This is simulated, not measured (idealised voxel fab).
Process module under the name voxel capacitor over wiring
Cross-section cut: width 300 nm, square cells of 5 nm.
Format of a cross-section: grid, square cells. Given as bands. Order: top down. Band: one or more rows of cells.
Band entry format. Leading values: height of top, height of bottom, nm. Remainder: materials in left-to-right order, each with its width in nm. Special words: "everywhere" on a single material, which then fills the band edge to edge; "blank", empty space.
Measure heights from 0. That's the level where, below it, the as-received wafer is all one material. The lowest band is bottomless and extends downward; write it as in "0 -> down".
Note: "30 to 40" means the width goes from the first number (top row of the band) to the second number (bottom row) in equal steps per row of cells.
Given "remained the same" for a step, no cell of the cross-section differs between before and after that step.
Empty spaces without an open route to the top, at least 8 cells in extent, make up the entry "Closed void table"; each is given as width x height at distance, where the distance is measured from the left edge, and all are in nm.
Post-settings text on a step line: simulator's own remark regarding the step.
On any step carrying a mask, the "overlay nm" setting, if present on the step's line, tells how far right of its planned place the mask lay; negative values point to the left.

Planned step list for the process
1,RECEIVE, material Si
2,CONFORMAL_DEP, material SiO2, thk nm 10
3,CONFORMAL_DEP, material SiCN, thk nm 5
4,DIRECTIONAL_DEP, material lowk, thk nm 25
5,MASKED_ETCH, tone open, mask id METAL_1, width nm 30, pitch nm 100, etch materials lowk, depth nm 25, overlay nm 0
6,MASKED_ETCH, tone open, mask id METAL_1, width nm 30, pitch nm 100, etch materials SiCN, depth nm 5, overlay nm 0
7,CONFORMAL_DEP, material TiN, thk nm 5
8,FILL_DEP, material Cu, thk nm 5
9,CMP, height nm 40
10,EPI, material Ru, thk nm 5
11,FILL_DEP, material SiCN, thk nm 5
12,DIRECTIONAL_DEP, material lowk, thk nm 10
13,DIRECTIONAL_DEP, material aC, thk nm 15
14,PATTERN, tone open, mask id PLUG_1, material resist, width nm 15, thk nm 35, overlay nm 0
15,DIRECTIONAL_ETCH, etch materials aC, depth nm 15
16,STRIP, etch materials resist
17,DIRECTIONAL_ETCH, etch materials lowk, depth nm 10
18,DIRECTIONAL_ETCH, etch materials SiCN, depth nm 5
19,STRIP, etch materials aC
20,EPI, material Ru, thk nm 10
21,EPI, material Ru, thk nm 5
22,DIRECTIONAL_DEP, material TiN, thk nm 5
23,DIRECTIONAL_DEP, material SiN, thk nm 5
24,DIRECTIONAL_DEP, material TiN, thk nm 5
25,DIRECTIONAL_DEP, material aC, thk nm 15
26,PATTERN, tone cover, mask id UPPER_PLATE, material resist, width nm 75, thk nm 30, overlay nm 0
27,DIRECTIONAL_ETCH, etch materials aC, depth nm 15
28,STRIP, etch materials resist
29,DIRECTIONAL_ETCH, etch materials TiN, depth nm 5
30,DIRECTIONAL_ETCH, etch materials SiN, depth nm 5
31,STRIP, etch materials aC
32,DIRECTIONAL_DEP, material aC, thk nm 15
33,PATTERN, tone cover, mask id LOWER_PLATE, material resist, width nm 85, thk nm 35, overlay nm 0
34,DIRECTIONAL_ETCH, etch materials aC, depth nm 15
35,STRIP, etch materials resist
36,DIRECTIONAL_ETCH, etch materials TiN, depth nm 5
37,STRIP, etch materials aC
38,FILL_DEP, material SiO2, thk nm 15
39,CMP, height nm 85
40,DIRECTIONAL_DEP, material aC, thk nm 15
41,PATTERN, tone open, mask id PLUG_2, material resist, width nm 15, thk nm 35, overlay nm 0
42,DIRECTIONAL_ETCH, etch materials aC, depth nm 15
43,STRIP, etch materials resist
44,DIRECTIONAL_ETCH, etch materials SiO2, depth nm 10
45,STRIP, etch materials aC
46,CONFORMAL_DEP, material TiN, thk nm 5
47,FILL_DEP, material Cu, thk nm 10
48,CMP, height nm 85
49,CONFORMAL_DEP, material SiCN, thk nm 5

Here's what the wafer looked like in cross-section when it arrived - that's after step 1
0 -> down  Si everywhere
Closed void table: none

The first of two wafers, cross-sectioned at the end of the module, with the run proceeding as planned
90 -> 85  SiCN everywhere
85 -> 80  SiO2 110 nm | TiN 5 nm | Cu 5 nm | TiN 5 nm | SiO2 175 nm
80 -> 70  SiO2 110 to 100 nm | TiN 15 to 75 nm | SiO2 175 to 125 nm
70 -> 65  SiO2 100 nm | SiN 75 nm | SiO2 125 nm
65 -> 60  SiO2 95 nm | TiN 85 nm | SiO2 120 nm
60 -> 50  lowk 100 nm | Ru 15 nm | lowk 185 nm
50 -> 45  SiCN 100 nm | Ru 15 nm | SiCN 185 nm
45 -> 40  SiCN 80 nm | Ru 40 nm | SiCN 60 nm | Ru 40 nm | SiCN 80 nm
40 -> 15  lowk 85 nm | TiN 5 nm | Cu 20 nm | TiN 5 nm | lowk 70 nm | TiN 5 nm | Cu 20 nm | TiN 5 nm | lowk 85 nm
15 -> 10  SiCN 85 nm | TiN 30 nm | SiCN 70 nm | TiN 30 nm | SiCN 85 nm
10 -> 0  SiO2 everywhere
0 -> down  Si everywhere
Closed void table: none

Cross-sectional image of the second wafer of the two following completion of the module. Starting state and process plan were the same as for the first wafer; one execution error occurred
90 -> 85  SiCN everywhere
85 -> 80  SiO2 100 nm | TiN 75 nm | SiO2 125 nm
80 -> 75  SiO2 100 nm | SiN 75 nm | SiO2 125 nm
75 -> 65  SiN everywhere
65 -> 60  TiN everywhere
60 -> 50  lowk 100 nm | Ru 15 nm | lowk 185 nm
50 -> 45  SiCN 100 nm | Ru 15 nm | SiCN 185 nm
45 -> 40  SiCN 80 nm | Ru 40 nm | SiCN 60 nm | Ru 40 nm | SiCN 80 nm
40 -> 15  lowk 85 nm | TiN 5 nm | Cu 20 nm | TiN 5 nm | lowk 70 nm | TiN 5 nm | Cu 20 nm | TiN 5 nm | lowk 85 nm
15 -> 10  SiCN 85 nm | TiN 30 nm | SiCN 70 nm | TiN 30 nm | SiCN 85 nm
10 -> 0  SiO2 everywhere
0 -> down  Si everywhere
Closed void table: none
Run error: for step 23, the planned setting was not used; the step was instead run as DIRECTIONAL_DEP, material SiN, thk nm 15
The final cell counts differ between the wafers, with the second having more or fewer of some materials than the first: Cu: 1 fewer; SiN: 120 more; SiO2: 157 fewer; TiN: 38 more
